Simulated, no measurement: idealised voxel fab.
Module name: voxel air gaps (process module)
Square cell edge 5 nm, section width 175 nm, ID cut.
Reading order for cross-sections: top band down to bottom band. Underlying form: a grid of square cells. Band size: one or more rows of cells.
Band: top height; bottom height; in nm. Then, left to right: material with width in nm, for each material. "everywhere": a single material spanning edge to edge. "air": empty space.
We count height from 0. Below that, the starting wafer is all one material. The lowest band never ends at the bottom but goes on down; see "top 0, no bottom" for how that is written.
Width spec "30 to 40" -> top row of cells at first value, bottom row at second value, equal per-row change in between.
When a step is marked "nothing altered", none of the cells in the cross-section changed during that step.
"Sealed void inventory" contains a list of empty spaces, each no smaller than 8 cells and without an open way to the top, written in the form width x height at distance with the distance from the left edge and all three in nm.
On each step's line, the part that comes after the settings is the simulator's own comment on the step.
If you see "overlay nm" on a step's line and that step has a mask, it's telling you how far right of where it was planned the mask ended up; a negative number means it went left instead.
Planned process steps:
1 RECEIVE (material Si)
2 CONFORMAL_DEP (material SiO2; thk nm 15)
3 CONFORMAL_DEP (material SiCN; thk nm 5)
4 DIRECTIONAL_DEP (material lowk; thk nm 35)
5 DIRECTIONAL_DEP (material aC; thk nm 15)
6 PATTERN (tone open; mask id LINES; material resist; width nm 20; pitch nm 50; thk nm 35; overlay nm 0)
7 DIRECTIONAL_ETCH (etch materials aC; depth nm 15)
8 STRIP (etch materials resist)
9 DIRECTIONAL_ETCH (etch materials lowk; depth nm 35)
10 STRIP (etch materials aC)
11 CONFORMAL_DEP (material TiN; thk nm 5)
12 FILL_DEP (material W; thk nm 10)
13 CMP (height nm 55)
14 EPI (material Ru; thk nm 10)
15 SELECTIVE_ETCH (etch materials lowk; depth nm 45)
16 CONFORMAL_DEP (material SiCN; thk nm 5)
first wafer, as planned:
Cross-section of the incoming wafer, state after step 1:
    top 0, no bottom  Si everywhere
    Sealed void inventory: none
Wafer section view after processing step 2:
    top 15, bottom 0  SiO2 everywhere
    All layers under 0 are left as they were.
Wafer section view after processing step 3:
    top 20, bottom 15  SiCN everywhere
    All layers under 15 are left as they were.
Wafer section view after processing step 4:
    top 55, bottom 20  lowk everywhere
    All layers under 20 are left as they were.
Wafer section view after processing step 5:
    top 70, bottom 55  aC everywhere
    All layers under 55 are left as they were.
Wafer section view after processing step 6:
    top 105, bottom 70  resist: 25, then air: 20, then resist: 30, then air: 20, then resist: 30, then air: 20, then resist: 30
    All layers under 70 are left as they were.
Wafer section view after processing step 7:
    top 90, bottom 70  resist: 25, then air: 20, then resist: 30, then air: 20, then resist: 30, then air: 20, then resist: 30
    top 70, bottom 55  aC: 25, then air: 20, then aC: 30, then air: 20, then aC: 30, then air: 20, then aC: 30
    All layers under 55 are left as they were.
Wafer section view after processing step 8:
    top 70, bottom 55  aC: 25, then air: 20, then aC: 30, then air: 20, then aC: 30, then air: 20, then aC: 30
    All layers under 55 are left as they were.
Wafer section view after processing step 9:
    top 70, bottom 55  aC: 25, then air: 20, then aC: 30, then air: 20, then aC: 30, then air: 20, then aC: 30
    top 55, bottom 20  lowk: 25, then air: 20, then lowk: 30, then air: 20, then lowk: 30, then air: 20, then lowk: 30
    All layers under 20 are left as they were.
Wafer section view after processing step 10:
    top 55, bottom 20  lowk: 25, then air: 20, then lowk: 30, then air: 20, then lowk: 30, then air: 20, then lowk: 30
    All layers under 20 are left as they were.
Wafer section view after processing step 11:
    top 60, bottom 55  TiN: 30, then air: 10, then TiN: 40, then air: 10, then TiN: 40, then air: 10, then TiN: 35
    top 55, bottom 25  lowk: 25, then TiN: 5, then air: 10, then TiN: 5, then lowk: 30, then TiN: 5, then air: 10, then TiN: 5, then lowk: 30, then TiN: 5, then air: 10, then TiN: 5, then lowk: 30
    top 25, bottom 20  lowk: 25, then TiN: 20, then lowk: 30, then TiN: 20, then lowk: 30, then TiN: 20, then lowk: 30
    All layers under 20 are left as they were.
Wafer section view after processing step 12:
    top 70, bottom 60  W everywhere
    top 60, bottom 55  TiN: 30, then W: 10, then TiN: 40, then W: 10, then TiN: 40, then W: 10, then TiN: 35
    top 55, bottom 25  lowk: 25, then TiN: 5, then W: 10, then TiN: 5, then lowk: 30, then TiN: 5, then W: 10, then TiN: 5, then lowk: 30, then TiN: 5, then W: 10, then TiN: 5, then lowk: 30
    All layers under 25 are left as they were.
Wafer section view after processing step 13:
    top 55, bottom 25  lowk: 25, then TiN: 5, then W: 10, then TiN: 5, then lowk: 30, then TiN: 5, then W: 10, then TiN: 5, then lowk: 30, then TiN: 5, then W: 10, then TiN: 5, then lowk: 30
    All layers under 25 are left as they were.
Wafer section view after processing step 14:
    top 65, bottom 55  air: 15, then Ru: 40, then air: 10, then Ru: 40, then air: 10, then Ru: 40, then air: 20
    All layers under 55 are left as they were.
Wafer section view after processing step 15:
    top 65, bottom 55  air: 15, then Ru: 40, then air: 10, then Ru: 40, then air: 10, then Ru: 40, then air: 20
    top 55, bottom 25  air: 25, then TiN: 5, then W: 10, then TiN: 5, then air: 30, then TiN: 5, then W: 10, then TiN: 5, then air: 30, then TiN: 5, then W: 10, then TiN: 5, then air: 30
    top 25, bottom 20  air: 25, then TiN: 20, then air: 30, then TiN: 20, then air: 30, then TiN: 20, then air: 30
    All layers under 20 are left as they were.
Wafer section view after processing step 16:
    top 70, bottom 65  air: 10, then SiCN: 150, then air: 15
    top 65, bottom 55  air: 10, then SiCN: 5, then Ru: 40, then SiCN: 10, then Ru: 40, then SiCN: 10, then Ru: 40, then SiCN: 5, then air: 15
    top 55, bottom 50  air: 10, then SiCN: 15, then TiN: 5, then W: 10, then TiN: 5, then SiCN: 30, then TiN: 5, then W: 10, then TiN: 5, then SiCN: 30, then TiN: 5, then W: 10, then TiN: 5, then SiCN: 15, then air: 15
    top 50, bottom 25  air: 20, then SiCN: 5, then TiN: 5, then W: 10, then TiN: 5, then SiCN: 5, then air: 20, then SiCN: 5, then TiN: 5, then W: 10, then TiN: 5, then SiCN: 5, then air: 20, then SiCN: 5, then TiN: 5, then W: 10, then TiN: 5, then SiCN: 5, then air: 25
    top 25, bottom 20  SiCN: 25, then TiN: 20, then SiCN: 30, then TiN: 20, then SiCN: 30, then TiN: 20, then SiCN: 30
    All layers under 20 are left as they were.
    Sealed void inventory: 20 x 25 at 50; 20 x 25 at 100
Second wafer - shared start and plan with the first - one error in running - same as the first up to step 11 inclusive:
Cross-section of the second wafer at the time by which step 12 should have been completed according to the plan:
    top 70, bottom 60  aC everywhere
    top 60, bottom 55  TiN: 30, then aC: 10, then TiN: 40, then aC: 10, then TiN: 40, then aC: 10, then TiN: 35
    top 55, bottom 25  lowk: 25, then TiN: 5, then aC: 10, then TiN: 5, then lowk: 30, then TiN: 5, then aC: 10, then TiN: 5, then lowk: 30, then TiN: 5, then aC: 10, then TiN: 5, then lowk: 30
    All layers under 25 are left as they were.
Cross-section of the second wafer at the time by which step 13 should have been completed according to the plan:
    top 55, bottom 25  lowk: 25, then TiN: 5, then aC: 10, then TiN: 5, then lowk: 30, then TiN: 5, then aC: 10, then TiN: 5, then lowk: 30, then TiN: 5, then aC: 10, then TiN: 5, then lowk: 30
    All layers under 25 are left as they were.
Cross-section of the second wafer at the time by which step 14 should have been completed according to the plan:
    top 65, bottom 55  air: 15, then Ru: 40, then air: 10, then Ru: 40, then air: 10, then Ru: 40, then air: 20
    All layers under 55 are left as they were.
Cross-section of the second wafer at the time by which step 15 should have been completed according to the plan:
    top 65, bottom 55  air: 15, then Ru: 40, then air: 10, then Ru: 40, then air: 10, then Ru: 40, then air: 20
    top 55, bottom 25  air: 25, then TiN: 5, then aC: 10, then TiN: 5, then air: 30, then TiN: 5, then aC: 10, then TiN: 5, then air: 30, then TiN: 5, then aC: 10, then TiN: 5, then air: 30
    top 25, bottom 20  air: 25, then TiN: 20, then air: 30, then TiN: 20, then air: 30, then TiN: 20, then air: 30
    All layers under 20 are left as they were.
Cross-section of the second wafer at the time by which step 16 should have been completed according to the plan:
    top 70, bottom 65  air: 10, then SiCN: 150, then air: 15
    top 65, bottom 55  air: 10, then SiCN: 5, then Ru: 40, then SiCN: 10, then Ru: 40, then SiCN: 10, then Ru: 40, then SiCN: 5, then air: 15
    top 55, bottom 50  air: 10, then SiCN: 15, then TiN: 5, then aC: 10, then TiN: 5, then SiCN: 30, then TiN: 5, then aC: 10, then TiN: 5, then SiCN: 30, then TiN: 5, then aC: 10, then TiN: 5, then SiCN: 15, then air: 15
    top 50, bottom 25  air: 20, then SiCN: 5, then TiN: 5, then aC: 10, then TiN: 5, then SiCN: 5, then air: 20, then SiCN: 5, then TiN: 5, then aC: 10, then TiN: 5, then SiCN: 5, then air: 20, then SiCN: 5, then TiN: 5, then aC: 10, then TiN: 5, then SiCN: 5, then air: 25
    top 25, bottom 20  SiCN: 25, then TiN: 20, then SiCN: 30, then TiN: 20, then SiCN: 30, then TiN: 20, then SiCN: 30
    All layers under 20 are left as they were.
    Sealed void inventory: 20 x 25 at 50; 20 x 25 at 100
So what did we get wrong on this run? step 12 went in with a setting other than planned; the actual run was FILL_DEP (material aC; thk nm 10)
It is noted that, at the conclusion of processing, the second wafer exhibits a higher or lower cell count for certain materials relative to the first: W -36, aC +36
